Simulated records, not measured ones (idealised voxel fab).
Process module, titled voxel tone inversion
This is section cut - it's 175 nm across, gridded in 5 nm square cells.
Throughout this document, each cross-section is represented as a grid of square cells and is presented as a sequence of bands enumerated from the top downward, where a band comprises one or more rows of cells.
The entry gives the band's vertical extent as a top height and a bottom height in nm, then its horizontal make-up as materials from left to right, each with a width in nm. "air" stands for empty space; a single material marked "everywhere" fills the band edge to edge.
Heights are expressed relative to 0, this being the level below which the as-received wafer comprises one material exclusively. The lowest band is unbounded in the downward direction and is denoted as in "0 nm and below".
With a width like "30..40", each row of cells in the band differs from the next by the same amount, the top row carrying the first number and the bottom row the second.
"identical to before" for a step: no cell of the cross-section changed in that step.
"Trapped cavities" means: voids of 8 cells or more that are shut off from the top with no open way through. Written width x height at distance, distance from the left edge, in nm.
That trailing text on a step's line, after the settings, is the simulator's own remark on the step.
Among the settings permitted on a step's line is "overlay nm"; applied to a step with a mask, it specifies the extent to which the mask lay to the right of its planned position, whereas a negative figure signifies a position to the left.

-- Planned step list for the process
1. RECEIVE: material Si
2. CONFORMAL_DEP: material SiCN, thk nm 5
3. DIRECTIONAL_DEP: material aC, thk nm 25
4. PATTERN: tone cover, mask id POSTS, material resist, width nm 25, pitch nm 55, thk nm 35, overlay nm 0
5. DIRECTIONAL_ETCH: etch materials aC, depth nm 25
6. STRIP: etch materials resist
7. FILL_DEP: material SiO2, thk nm 5
8. CMP: height nm 30
9. STRIP: etch materials aC

-- Incoming wafer in cross-section (state: after step 1)
0 nm and below: Si everywhere
Trapped cavities: none

-- Figure: cross-sectional view of the wafer upon completion of the module, processed from the initial state and according to the plan depicted above, with one error introduced during execution
30 nm to 5 nm: SiO2 (25), air (25), SiO2 (30), air (25), SiO2 (30), air (25), SiO2 (15)
5 nm to 0 nm: SiCN everywhere
0 nm and below: Si everywhere
Trapped cavities: none
Against the plan, the run slipped here: step 4, actual vs plan mismatch, actual run PATTERN: tone cover, mask id POSTS, material resist, width nm 25, pitch nm 55, thk nm 35, overlay nm 5
